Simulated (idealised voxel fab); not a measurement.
You're looking at the process module voxel tone inversion.
In the cross-section labelled cut, the width is 225 nm and each square cell is 5 nm.
A cross-section is written here as square cells arranged in a grid, and it is given in bands from the top down, each band taking up one or more rows of cells. It is stipulated that each band's entry specify, in nanometres, the height of the top of the band and then that of its bottom, followed by the materials of the band in left-to-right sequence, each together with its width in nanometres. A single material marked by the word "all across" is understood to fill the band from edge to edge; the word "air" is understood to denote empty space. Heads up on the height convention: 0 is the point under which the incoming wafer is all one material, and the lowest band has no bottom, it just keeps going down, like "from 0 down". Width spec "30..40" -> top row of cells at first value, bottom row at second value, equal per-row change in between. Key: "all unchanged" - step with no changed cell in the cross-section. Enclosed voids (no open way to top), threshold 8 cells or more, entry "Sealed void inventory", notation width x height at distance, distance from left edge, nm. Text after the settings on a step's line: the simulator's own remark on that step. A step line may carry the setting "overlay nm", which, for steps involving a mask, states the distance by which the mask lay to the right of its intended position; negative values denote displacement to the left.

PLANNED PROCESS STEPS
1,RECEIVE | material Si
2,CONFORMAL_DEP | material SiCN | thk nm 5
3,DIRECTIONAL_DEP | material polySi | thk nm 15
4,PATTERN | tone cover | mask id POSTS | material resist | width nm 25 | pitch nm 50 | thk nm 20 | overlay nm 0
5,DIRECTIONAL_ETCH | etch materials polySi | depth nm 15
6,STRIP | etch materials resist
7,FILL_DEP | material lowk | thk nm 10
8,CMP | height nm 20
9,STRIP | etch materials polySi

WAFER, FIRST OF TWO, RUN AS PLANNED

WAFER CROSS-SECTION ON RECEIPT, I.E. AFTER STEP 1
	from 0 down: Si all across
	Sealed void inventory: none

ONCE STEP 2 IS THROUGH, THE WAFER LOOKS LIKE THIS IN CROSS-SECTION
	from 5 to 0: SiCN all across
	No changes below 0.

ONCE STEP 3 IS THROUGH, THE WAFER LOOKS LIKE THIS IN CROSS-SECTION
	from 20 to 5: polySi all across
	No changes below 5.

ONCE STEP 4 IS THROUGH, THE WAFER LOOKS LIKE THIS IN CROSS-SECTION
	from 40 to 20: air 25 nm; resist 25 nm; air 25 nm; resist 25 nm; air 25 nm; resist 25 nm; air 25 nm; resist 25 nm; air 25 nm
	No changes below 20.

ONCE STEP 5 IS THROUGH, THE WAFER LOOKS LIKE THIS IN CROSS-SECTION
	from 40 to 20: air 25 nm; resist 25 nm; air 25 nm; resist 25 nm; air 25 nm; resist 25 nm; air 25 nm; resist 25 nm; air 25 nm
	from 20 to 5: air 25 nm; polySi 25 nm; air 25 nm; polySi 25 nm; air 25 nm; polySi 25 nm; air 25 nm; polySi 25 nm; air 25 nm
	No changes below 5.

ONCE STEP 6 IS THROUGH, THE WAFER LOOKS LIKE THIS IN CROSS-SECTION
	from 20 to 5: air 25 nm; polySi 25 nm; air 25 nm; polySi 25 nm; air 25 nm; polySi 25 nm; air 25 nm; polySi 25 nm; air 25 nm
	No changes below 5.

ONCE STEP 7 IS THROUGH, THE WAFER LOOKS LIKE THIS IN CROSS-SECTION
	from 30 to 20: lowk all across
	from 20 to 5: lowk 25 nm; polySi 25 nm; lowk 25 nm; polySi 25 nm; lowk 25 nm; polySi 25 nm; lowk 25 nm; polySi 25 nm; lowk 25 nm
	No changes below 5.

ONCE STEP 8 IS THROUGH, THE WAFER LOOKS LIKE THIS IN CROSS-SECTION
	from 20 to 5: lowk 25 nm; polySi 25 nm; lowk 25 nm; polySi 25 nm; lowk 25 nm; polySi 25 nm; lowk 25 nm; polySi 25 nm; lowk 25 nm
	No changes below 5.

ONCE STEP 9 IS THROUGH, THE WAFER LOOKS LIKE THIS IN CROSS-SECTION
	from 20 to 5: lowk 25 nm; air 25 nm; lowk 25 nm; air 25 nm; lowk 25 nm; air 25 nm; lowk 25 nm; air 25 nm; lowk 25 nm
	No changes below 5.

THE SECOND WAFER WAS PREPARED FROM THE SAME STARTING POINT AND UNDER THE SAME PLAN AS THE FIRST; ITS PROCESSING CONTAINED ONE MISTAKE, AND IT REMAINS INDISTINGUISHABLE FROM THE FIRST WAFER UP TO AND INCLUDING STEP 1

CROSS-SECTION OF THE SECOND WAFER WHEN, ACCORDING TO PLAN, STEP 2 SHOULD HAVE FINISHED
	from 15 to 0: SiCN all across
	No changes below 0.

CROSS-SECTION OF THE SECOND WAFER WHEN, ACCORDING TO PLAN, STEP 3 SHOULD HAVE FINISHED
	from 30 to 15: polySi all across
	No changes below 15.

CROSS-SECTION OF THE SECOND WAFER WHEN, ACCORDING TO PLAN, STEP 4 SHOULD HAVE FINISHED
	from 50 to 30: air 25 nm; resist 25 nm; air 25 nm; resist 25 nm; air 25 nm; resist 25 nm; air 25 nm; resist 25 nm; air 25 nm
	No changes below 30.

CROSS-SECTION OF THE SECOND WAFER WHEN, ACCORDING TO PLAN, STEP 5 SHOULD HAVE FINISHED
	from 50 to 30: air 25 nm; resist 25 nm; air 25 nm; resist 25 nm; air 25 nm; resist 25 nm; air 25 nm; resist 25 nm; air 25 nm
	from 30 to 15: air 25 nm; polySi 25 nm; air 25 nm; polySi 25 nm; air 25 nm; polySi 25 nm; air 25 nm; polySi 25 nm; air 25 nm
	No changes below 15.

CROSS-SECTION OF THE SECOND WAFER WHEN, ACCORDING TO PLAN, STEP 6 SHOULD HAVE FINISHED
	from 30 to 15: air 25 nm; polySi 25 nm; air 25 nm; polySi 25 nm; air 25 nm; polySi 25 nm; air 25 nm; polySi 25 nm; air 25 nm
	No changes below 15.

CROSS-SECTION OF THE SECOND WAFER WHEN, ACCORDING TO PLAN, STEP 7 SHOULD HAVE FINISHED
	from 40 to 30: lowk all across
	from 30 to 15: lowk 25 nm; polySi 25 nm; lowk 25 nm; polySi 25 nm; lowk 25 nm; polySi 25 nm; lowk 25 nm; polySi 25 nm; lowk 25 nm
	No changes below 15.

CROSS-SECTION OF THE SECOND WAFER WHEN, ACCORDING TO PLAN, STEP 8 SHOULD HAVE FINISHED
	from 20 to 15: lowk 25 nm; polySi 25 nm; lowk 25 nm; polySi 25 nm; lowk 25 nm; polySi 25 nm; lowk 25 nm; polySi 25 nm; lowk 25 nm
	No changes below 15.

CROSS-SECTION OF THE SECOND WAFER WHEN, ACCORDING TO PLAN, STEP 9 SHOULD HAVE FINISHED
	from 20 to 15: lowk 25 nm; air 25 nm; lowk 25 nm; air 25 nm; lowk 25 nm; air 25 nm; lowk 25 nm; air 25 nm; lowk 25 nm
	No changes below 15.
What went wrong in running the wafer? contrary to plan, step 2 was performed as CONFORMAL_DEP | material SiCN | thk nm 15
Count the cells at the end and the second wafer has more or fewer of some materials than the first: 90 more of SiCN | 50 fewer of lowk
